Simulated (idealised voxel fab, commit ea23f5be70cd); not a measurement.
voxel self aligned contacts: a process module
Section shown: cut. Width: 210 nm. Cell size: 5 nm, square.
Think of the cross-section as a grid of square cells. We describe it in bands, top to bottom, and each band covers one or more rows of those cells. Within each band entry, the heights of the top and of the bottom of the band appear first, in that order and in nm; the materials of the band then follow from left to right, each with its corresponding width in nm. The designation "full width" on a single material indicates that it fills the band from edge to edge; the designation "air" indicates empty space. A quick word on heights: they are counted from 0, and under that level the wafer as it came to us is one material throughout. The lowest band is different from the rest in having no bottom; it simply continues downward, written as in "top 0, no bottom". The expression "30..40" gives the width at the extremes of the band, the first number at its top row of cells and the second at its bottom row, with the width changing by equal amounts from each row to the next in between. "no alterations made" after a step means that no cell of the cross-section changed. Heads up: "Closed void list" only lists the empty pockets with no open path to the top that are 8 cells or more, and it writes them as width x height at distance, distance from the left edge, in nm. Text after the settings on a step's line: the simulator's own remark on that step. overlay nm: step with mask; distance mask lay right of planned place; negative value = left of planned place.

Planned process steps:
1,RECEIVE, material Si
2,OXIDIZE, depth nm 5
3,DIRECTIONAL_DEP, material polySi, thk nm 30
4,DIRECTIONAL_DEP, material SiN, thk nm 15
5,DIRECTIONAL_DEP, material aC, thk nm 10
6,PATTERN, tone cover, mask id GATE, material resist, width nm 25, pitch nm 55, thk nm 25, overlay nm 0
7,DIRECTIONAL_ETCH, etch materials aC, depth nm 10
8,STRIP, etch materials resist
9,DIRECTIONAL_ETCH, etch materials SiN, depth nm 15
10,DIRECTIONAL_ETCH, etch materials polySi, depth nm 30
11,STRIP, etch materials aC
12,CONFORMAL_DEP, material SiN, thk nm 5
13,DIRECTIONAL_ETCH, etch materials SiN, depth nm 5
14,FILL_DEP, material SiO2, thk nm 15
15,CMP, height nm 55
16,PATTERN, tone open, mask id CONTACT, material resist, width nm 40, pitch nm 55, thk nm 20, overlay nm 0
17,DIRECTIONAL_ETCH, etch materials SiO2, depth nm 60
18,STRIP, etch materials resist
19,CONFORMAL_DEP, material TiN, thk nm 5
20,FILL_DEP, material Ru, thk nm 10
21,CMP, height nm 55
22,CONFORMAL_DEP, material SiN, thk nm 5

First wafer out of two, processed as planned:

The cross-section here shows the wafer as received, i.e. in its state after step 1:
	top 0, no bottom | Si full width
	Closed void list: none

Wafer xsec, post step 2:
	top 0, bottom -5 | SiO2 full width
	No changes below -5.

Wafer xsec, post step 3:
	top 30, bottom 0 | polySi full width
	No changes below 0.

Wafer xsec, post step 4:
	top 45, bottom 30 | SiN full width
	No changes below 30.

Wafer xsec, post step 5:
	top 55, bottom 45 | aC full width
	No changes below 45.

Wafer xsec, post step 6:
	top 80, bottom 55 | 35 air, then 25 resist, then 30 air, then 25 resist, then 30 air, then 25 resist, then 40 air
	No changes below 55.

Wafer xsec, post step 7:
	top 70, bottom 55 | 35 air, then 25 resist, then 30 air, then 25 resist, then 30 air, then 25 resist, then 40 air
	top 55, bottom 45 | 35 air, then 25 aC, then 30 air, then 25 aC, then 30 air, then 25 aC, then 40 air
	No changes below 45.

Wafer xsec, post step 8:
	top 55, bottom 45 | 35 air, then 25 aC, then 30 air, then 25 aC, then 30 air, then 25 aC, then 40 air
	No changes below 45.

Wafer xsec, post step 9:
	top 55, bottom 45 | 35 air, then 25 aC, then 30 air, then 25 aC, then 30 air, then 25 aC, then 40 air
	top 45, bottom 30 | 35 air, then 25 SiN, then 30 air, then 25 SiN, then 30 air, then 25 SiN, then 40 air
	No changes below 30.

Wafer xsec, post step 10:
	top 55, bottom 45 | 35 air, then 25 aC, then 30 air, then 25 aC, then 30 air, then 25 aC, then 40 air
	top 45, bottom 30 | 35 air, then 25 SiN, then 30 air, then 25 SiN, then 30 air, then 25 SiN, then 40 air
	top 30, bottom 0 | 35 air, then 25 polySi, then 30 air, then 25 polySi, then 30 air, then 25 polySi, then 40 air
	No changes below 0.

Wafer xsec, post step 11:
	top 45, bottom 30 | 35 air, then 25 SiN, then 30 air, then 25 SiN, then 30 air, then 25 SiN, then 40 air
	No changes below 30.

Wafer xsec, post step 12:
	top 50, bottom 30 | 30 air, then 35 SiN, then 20 air, then 35 SiN, then 20 air, then 35 SiN, then 35 air
	top 30, bottom 5 | 30 air, then 5 SiN, then 25 polySi, then 5 SiN, then 20 air, then 5 SiN, then 25 polySi, then 5 SiN, then 20 air, then 5 SiN, then 25 polySi, then 5 SiN, then 35 air
	top 5, bottom 0 | 35 SiN, then 25 polySi, then 30 SiN, then 25 polySi, then 30 SiN, then 25 polySi, then 40 SiN
	No changes below 0.

Wafer xsec, post step 13:
	top 45, bottom 30 | 30 air, then 35 SiN, then 20 air, then 35 SiN, then 20 air, then 35 SiN, then 35 air
	top 30, bottom 0 | 30 air, then 5 SiN, then 25 polySi, then 5 SiN, then 20 air, then 5 SiN, then 25 polySi, then 5 SiN, then 20 air, then 5 SiN, then 25 polySi, then 5 SiN, then 35 air
	No changes below 0.

Wafer xsec, post step 14:
	top 60, bottom 45 | SiO2 full width
	top 45, bottom 30 | 30 SiO2, then 35 SiN, then 20 SiO2, then 35 SiN, then 20 SiO2, then 35 SiN, then 35 SiO2
	top 30, bottom 0 | 30 SiO2, then 5 SiN, then 25 polySi, then 5 SiN, then 20 SiO2, then 5 SiN, then 25 polySi, then 5 SiN, then 20 SiO2, then 5 SiN, then 25 polySi, then 5 SiN, then 35 SiO2
	No changes below 0.

Wafer xsec, post step 15:
	top 55, bottom 45 | SiO2 full width
	No changes below 45.

Wafer xsec, post step 16:
	top 75, bottom 55 | 55 resist, then 40 air, then 15 resist, then 40 air, then 60 resist
	No changes below 55.

Wafer xsec, post step 17:
	top 75, bottom 55 | 55 resist, then 40 air, then 15 resist, then 40 air, then 60 resist
	top 55, bottom 45 | 55 SiO2, then 40 air, then 15 SiO2, then 40 air, then 60 SiO2
	top 45, bottom 30 | 30 SiO2, then 35 SiN, then 20 air, then 35 SiN, then 20 air, then 35 SiN, then 35 SiO2
	top 30, bottom 0 | 30 SiO2, then 5 SiN, then 25 polySi, then 5 SiN, then 20 air, then 5 SiN, then 25 polySi, then 5 SiN, then 20 air, then 5 SiN, then 25 polySi, then 5 SiN, then 35 SiO2
	top 0, bottom -5 | 65 SiO2, then 20 air, then 35 SiO2, then 20 air, then 70 SiO2
	No changes below -5.

Wafer xsec, post step 18:
	top 55, bottom 45 | 55 SiO2, then 40 air, then 15 SiO2, then 40 air, then 60 SiO2
	No changes below 45.

Wafer xsec, post step 19:
	top 60, bottom 55 | 60 TiN, then 30 air, then 25 TiN, then 30 air, then 65 TiN
	top 55, bottom 45 | 55 SiO2, then 5..15 TiN, then 30..10 air, then 5..15 TiN, then 15 SiO2, then 5..15 TiN, then 30..10 air, then 5..15 TiN, then 60 SiO2
	top 45, bottom 30 | 30 SiO2, then 35 SiN, then 5 TiN, then 10 air, then 5 TiN, then 35 SiN, then 5 TiN, then 10 air, then 5 TiN, then 35 SiN, then 35 SiO2
	top 30, bottom 0 | 30 SiO2, then 5 SiN, then 25 polySi, then 5 SiN, then 5 TiN, then 10 air, then 5 TiN, then 5 SiN, then 25 polySi, then 5 SiN, then 5 TiN, then 10 air, then 5 TiN, then 5 SiN, then 25 polySi, then 5 SiN, then 35 SiO2
	top 0, bottom -5 | 65 SiO2, then 20 TiN, then 35 SiO2, then 20 TiN, then 70 SiO2
	No changes below -5.

Wafer xsec, post step 20:
	top 70, bottom 60 | Ru full width
	top 60, bottom 55 | 60 TiN, then 30 Ru, then 25 TiN, then 30 Ru, then 65 TiN
	top 55, bottom 45 | 55 SiO2, then 5..15 TiN, then 30..10 Ru, then 5..15 TiN, then 15 SiO2, then 5..15 TiN, then 30..10 Ru, then 5..15 TiN, then 60 SiO2
	top 45, bottom 30 | 30 SiO2, then 35 SiN, then 5 TiN, then 10 Ru, then 5 TiN, then 35 SiN, then 5 TiN, then 10 Ru, then 5 TiN, then 35 SiN, then 35 SiO2
	top 30, bottom 0 | 30 SiO2, then 5 SiN, then 25 polySi, then 5 SiN, then 5 TiN, then 10 Ru, then 5 TiN, then 5 SiN, then 25 polySi, then 5 SiN, then 5 TiN, then 10 Ru, then 5 TiN, then 5 SiN, then 25 polySi, then 5 SiN, then 35 SiO2
	No changes below 0.

Wafer xsec, post step 21:
	top 55, bottom 45 | 55 SiO2, then 5..15 TiN, then 30..10 Ru, then 5..15 TiN, then 15 SiO2, then 5..15 TiN, then 30..10 Ru, then 5..15 TiN, then 60 SiO2
	No changes below 45.

Wafer xsec, post step 22:
	top 60, bottom 55 | SiN full width
	No changes below 55.

Notes, second wafer: start = first wafer's, plan = first wafer's, execution had one mistake; history identical to first through step 5:

Cross-section, second wafer, at the end time the plan gives for step 6:
	top 80, bottom 55 | 40 air, then 20 resist, then 35 air, then 20 resist, then 35 air, then 20 resist, then 40 air
	No changes below 55.

Cross-section, second wafer, at the end time the plan gives for step 7:
	top 70, bottom 55 | 40 air, then 20 resist, then 35 air, then 20 resist, then 35 air, then 20 resist, then 40 air
	top 55, bottom 45 | 40 air, then 20 aC, then 35 air, then 20 aC, then 35 air, then 20 aC, then 40 air
	No changes below 45.

Cross-section, second wafer, at the end time the plan gives for step 8:
	top 55, bottom 45 | 40 air, then 20 aC, then 35 air, then 20 aC, then 35 air, then 20 aC, then 40 air
	No changes below 45.

Cross-section, second wafer, at the end time the plan gives for step 9:
	top 55, bottom 45 | 40 air, then 20 aC, then 35 air, then 20 aC, then 35 air, then 20 aC, then 40 air
	top 45, bottom 30 | 40 air, then 20 SiN, then 35 air, then 20 SiN, then 35 air, then 20 SiN, then 40 air
	No changes below 30.

Cross-section, second wafer, at the end time the plan gives for step 10:
	top 55, bottom 45 | 40 air, then 20 aC, then 35 air, then 20 aC, then 35 air, then 20 aC, then 40 air
	top 45, bottom 30 | 40 air, then 20 SiN, then 35 air, then 20 SiN, then 35 air, then 20 SiN, then 40 air
	top 30, bottom 0 | 40 air, then 20 polySi, then 35 air, then 20 polySi, then 35 air, then 20 polySi, then 40 air
	No changes below 0.

Cross-section, second wafer, at the end time the plan gives for step 11:
	top 45, bottom 30 | 40 air, then 20 SiN, then 35 air, then 20 SiN, then 35 air, then 20 SiN, then 40 air
	No changes below 30.

Cross-section, second wafer, at the end time the plan gives for step 12:
	top 50, bottom 30 | 35 air, then 30 SiN, then 25 air, then 30 SiN, then 25 air, then 30 SiN, then 35 air
	top 30, bottom 5 | 35 air, then 5 SiN, then 20 polySi, then 5 SiN, then 25 air, then 5 SiN, then 20 polySi, then 5 SiN, then 25 air, then 5 SiN, then 20 polySi, then 5 SiN, then 35 air
	top 5, bottom 0 | 40 SiN, then 20 polySi, then 35 SiN, then 20 polySi, then 35 SiN, then 20 polySi, then 40 SiN
	No changes below 0.

Cross-section, second wafer, at the end time the plan gives for step 13:
	top 45, bottom 30 | 35 air, then 30 SiN, then 25 air, then 30 SiN, then 25 air, then 30 SiN, then 35 air
	top 30, bottom 0 | 35 air, then 5 SiN, then 20 polySi, then 5 SiN, then 25 air, then 5 SiN, then 20 polySi, then 5 SiN, then 25 air, then 5 SiN, then 20 polySi, then 5 SiN, then 35 air
	No changes below 0.

Cross-section, second wafer, at the end time the plan gives for step 14:
	top 60, bottom 45 | SiO2 full width
	top 45, bottom 30 | 35 SiO2, then 30 SiN, then 25 SiO2, then 30 SiN, then 25 SiO2, then 30 SiN, then 35 SiO2
	top 30, bottom 0 | 35 SiO2, then 5 SiN, then 20 polySi, then 5 SiN, then 25 SiO2, then 5 SiN, then 20 polySi, then 5 SiN, then 25 SiO2, then 5 SiN, then 20 polySi, then 5 SiN, then 35 SiO2
	No changes below 0.

Cross-section, second wafer, at the end time the plan gives for step 15:
	top 55, bottom 45 | SiO2 full width
	No changes below 45.

Cross-section, second wafer, at the end time the plan gives for step 16:
	top 75, bottom 55 | 55 resist, then 40 air, then 15 resist, then 40 air, then 60 resist
	No changes below 55.

Cross-section, second wafer, at the end time the plan gives for step 17:
	top 75, bottom 55 | 55 resist, then 40 air, then 15 resist, then 40 air, then 60 resist
	top 55, bottom 45 | 55 SiO2, then 40 air, then 15 SiO2, then 40 air, then 60 SiO2
	top 45, bottom 30 | 35 SiO2, then 30 SiN, then 25 air, then 30 SiN, then 25 air, then 30 SiN, then 35 SiO2
	top 30, bottom 0 | 35 SiO2, then 5 SiN, then 20 polySi, then 5 SiN, then 25 air, then 5 SiN, then 20 polySi, then 5 SiN, then 25 air, then 5 SiN, then 20 polySi, then 5 SiN, then 35 SiO2
	top 0, bottom -5 | 65 SiO2, then 25 air, then 30 SiO2, then 25 air, then 65 SiO2
	No changes below -5.

Cross-section, second wafer, at the end time the plan gives for step 18:
	top 55, bottom 45 | 55 SiO2, then 40 air, then 15 SiO2, then 40 air, then 60 SiO2
	No changes below 45.

Cross-section, second wafer, at the end time the plan gives for step 19:
	top 60, bottom 55 | 60 TiN, then 30 air, then 25 TiN, then 30 air, then 65 TiN
	top 55, bottom 45 | 55 SiO2, then 5..15 TiN, then 30..15 air, then 5..10 TiN, then 15 SiO2, then 5..15 TiN, then 30..15 air, then 5..10 TiN, then 60 SiO2
	top 45, bottom 30 | 35 SiO2, then 30 SiN, then 5 TiN, then 15 air, then 5 TiN, then 30 SiN, then 5 TiN, then 15 air, then 5 TiN, then 30 SiN, then 35 SiO2
	top 30, bottom 0 | 35 SiO2, then 5 SiN, then 20 polySi, then 5 SiN, then 5 TiN, then 15 air, then 5 TiN, then 5 SiN, then 20 polySi, then 5 SiN, then 5 TiN, then 15 air, then 5 TiN, then 5 SiN, then 20 polySi, then 5 SiN, then 35 SiO2
	top 0, bottom -5 | 65 SiO2, then 25 TiN, then 30 SiO2, then 25 TiN, then 65 SiO2
	No changes below -5.

Cross-section, second wafer, at the end time the plan gives for step 20:
	top 70, bottom 60 | Ru full width
	top 60, bottom 55 | 60 TiN, then 30 Ru, then 25 TiN, then 30 Ru, then 65 TiN
	top 55, bottom 45 | 55 SiO2, then 5..15 TiN, then 30..15 Ru, then 5..10 TiN, then 15 SiO2, then 5..15 TiN, then 30..15 Ru, then 5..10 TiN, then 60 SiO2
	top 45, bottom 30 | 35 SiO2, then 30 SiN, then 5 TiN, then 15 Ru, then 5 TiN, then 30 SiN, then 5 TiN, then 15 Ru, then 5 TiN, then 30 SiN, then 35 SiO2
	top 30, bottom 0 | 35 SiO2, then 5 SiN, then 20 polySi, then 5 SiN, then 5 TiN, then 15 Ru, then 5 TiN, then 5 SiN, then 20 polySi, then 5 SiN, then 5 TiN, then 15 Ru, then 5 TiN, then 5 SiN, then 20 polySi, then 5 SiN, then 35 SiO2
	No changes below 0.

Cross-section, second wafer, at the end time the plan gives for step 21:
	top 55, bottom 45 | 55 SiO2, then 5..15 TiN, then 30..15 Ru, then 5..10 TiN, then 15 SiO2, then 5..15 TiN, then 30..15 Ru, then 5..10 TiN, then 60 SiO2
	No changes below 45.

Cross-section, second wafer, at the end time the plan gives for step 22:
	top 60, bottom 55 | SiN full width
	No changes below 55.
The mistake made against the process plan was this: step 6 ran as: PATTERN, tone cover, mask id GATE, material resist, width nm 20, pitch nm 55, thk nm 25, overlay nm 0
Heads up, by the end the second wafer has more or fewer cells of some materials compared to the first: Ru +20; SiN -9; SiO2 +7; polySi -18
